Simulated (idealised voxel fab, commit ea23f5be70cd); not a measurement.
process module | voxel tone inversion
cross-section cut | 190 nm wide | cells 5 nm
A cross-section is a grid of square cells, given in bands from the top down. A band is one or more rows of cells.
Each band's line starts with the height of the band's top and of its bottom, in nm. Then come its materials from left to right, each with its width in nm. One material with "throughout" fills the band from edge to edge. "air" is empty space.
Height 0 is the level under which the wafer as received is all one material. The lowest band goes on downwards, as in "0 down".
A width such as "30 to 40" changes by the same amount from each row of cells to the next, from the band's top row to its bottom row.
"no change" after a step means that no cell of the cross-section changed.
closed voids: empty space of 8 cells or more with no open way to the top, each as width x height at its distance from the left edge, in nm
after a step's settings: what the simulator itself notes on the step
overlay nm, on a step with a mask: how far to the right of its planned place the mask lay; to the left if negative
plan
1 op RECEIVE | material Si
2 op CONFORMAL_DEP | material SiCN | thk nm 10
3 op DIRECTIONAL_DEP | material polySi | thk nm 25
4 op PATTERN | tone cover | mask id POSTS | material resist | width nm 25 | pitch nm 40 | thk nm 35 | overlay nm 0
5 op DIRECTIONAL_ETCH | etch materials polySi | depth nm 25
6 op STRIP | etch materials resist
7 op FILL_DEP | material lowk | thk nm 5
8 op CMP | height nm 35
9 op STRIP | etch materials polySi
10 op CONFORMAL_DEP | material TiN | thk nm 5
11 op FILL_DEP | material W | thk nm 5
12 op CMP | height nm 35
13 op CONFORMAL_DEP | material SiCN | thk nm 5
first wafer, as planned
as received, after step 1
  0 down: Si throughout
  closed voids: none
after step 2
  10 to 0: SiCN throughout
  below 0: unchanged
after step 3
  35 to 10: polySi throughout
  below 10: unchanged
after step 4
  70 to 35: air 40 | resist 25 | air 15 | resist 25 | air 15 | resist 25 | air 45
  below 35: unchanged
after step 5
  70 to 35: air 40 | resist 25 | air 15 | resist 25 | air 15 | resist 25 | air 45
  35 to 10: air 40 | polySi 25 | air 15 | polySi 25 | air 15 | polySi 25 | air 45
  below 10: unchanged
after step 6
  35 to 10: air 40 | polySi 25 | air 15 | polySi 25 | air 15 | polySi 25 | air 45
  below 10: unchanged
after step 7
  40 to 35: lowk throughout
  35 to 10: lowk 40 | polySi 25 | lowk 15 | polySi 25 | lowk 15 | polySi 25 | lowk 45
  below 10: unchanged
after step 8
  35 to 10: lowk 40 | polySi 25 | lowk 15 | polySi 25 | lowk 15 | polySi 25 | lowk 45
  below 10: unchanged
after step 9
  35 to 10: lowk 40 | air 25 | lowk 15 | air 25 | lowk 15 | air 25 | lowk 45
  below 10: unchanged
after step 10
  40 to 35: TiN 45 | air 15 | TiN 25 | air 15 | TiN 25 | air 15 | TiN 50
  35 to 15: lowk 40 | TiN 5 | air 15 | TiN 5 | lowk 15 | TiN 5 | air 15 | TiN 5 | lowk 15 | TiN 5 | air 15 | TiN 5 | lowk 45
  15 to 10: lowk 40 | TiN 25 | lowk 15 | TiN 25 | lowk 15 | TiN 25 | lowk 45
  below 10: unchanged
after step 11
  45 to 40: W throughout
  40 to 35: TiN 45 | W 15 | TiN 25 | W 15 | TiN 25 | W 15 | TiN 50
  35 to 15: lowk 40 | TiN 5 | W 15 | TiN 5 | lowk 15 | TiN 5 | W 15 | TiN 5 | lowk 15 | TiN 5 | W 15 | TiN 5 | lowk 45
  below 15: unchanged
after step 12
  35 to 15: lowk 40 | TiN 5 | W 15 | TiN 5 | lowk 15 | TiN 5 | W 15 | TiN 5 | lowk 15 | TiN 5 | W 15 | TiN 5 | lowk 45
  below 15: unchanged
after step 13
  40 to 35: SiCN throughout
  below 35: unchanged
second wafer: like start, like plan, one mistake. Through step 3 it matches the first wafer
when step 4 should have ended
  70 to 35: resist 40 | air 25 | resist 15 | air 25 | resist 15 | air 25 | resist 45
  below 35: unchanged
when step 5 should have ended
  70 to 35: resist 40 | air 25 | resist 15 | air 25 | resist 15 | air 25 | resist 45
  35 to 10: polySi 40 | air 25 | polySi 15 | air 25 | polySi 15 | air 25 | polySi 45
  below 10: unchanged
when step 6 should have ended
  35 to 10: polySi 40 | air 25 | polySi 15 | air 25 | polySi 15 | air 25 | polySi 45
  below 10: unchanged
when step 7 should have ended
  40 to 35: lowk throughout
  35 to 10: polySi 40 | lowk 25 | polySi 15 | lowk 25 | polySi 15 | lowk 25 | polySi 45
  below 10: unchanged
when step 8 should have ended
  35 to 10: polySi 40 | lowk 25 | polySi 15 | lowk 25 | polySi 15 | lowk 25 | polySi 45
  below 10: unchanged
when step 9 should have ended
  35 to 10: air 40 | lowk 25 | air 15 | lowk 25 | air 15 | lowk 25 | air 45
  below 10: unchanged
when step 10 should have ended
  40 to 35: air 35 | TiN 35 | air 5 | TiN 35 | air 5 | TiN 35 | air 40
  35 to 15: air 35 | TiN 5 | lowk 25 | TiN 5 | air 5 | TiN 5 | lowk 25 | TiN 5 | air 5 | TiN 5 | lowk 25 | TiN 5 | air 40
  15 to 10: TiN 40 | lowk 25 | TiN 15 | lowk 25 | TiN 15 | lowk 25 | TiN 45
  below 10: unchanged
when step 11 should have ended
  45 to 40: W throughout
  40 to 35: W 35 | TiN 35 | W 5 | TiN 35 | W 5 | TiN 35 | W 40
  35 to 15: W 35 | TiN 5 | lowk 25 | TiN 5 | W 5 | TiN 5 | lowk 25 | TiN 5 | W 5 | TiN 5 | lowk 25 | TiN 5 | W 40
  below 15: unchanged
when step 12 should have ended
  35 to 15: W 35 | TiN 5 | lowk 25 | TiN 5 | W 5 | TiN 5 | lowk 25 | TiN 5 | W 5 | TiN 5 | lowk 25 | TiN 5 | W 40
  below 15: unchanged
when step 13 should have ended
  40 to 35: SiCN throughout
  below 35: unchanged
what went wrong: step 4 ran as: op PATTERN | tone open | mask id POSTS | material resist | width nm 25 | pitch nm 40 | thk nm 35 | overlay nm 0
at the end the second wafer has, in cells: 8 more of TiN | 32 more of W | 40 fewer of lowk
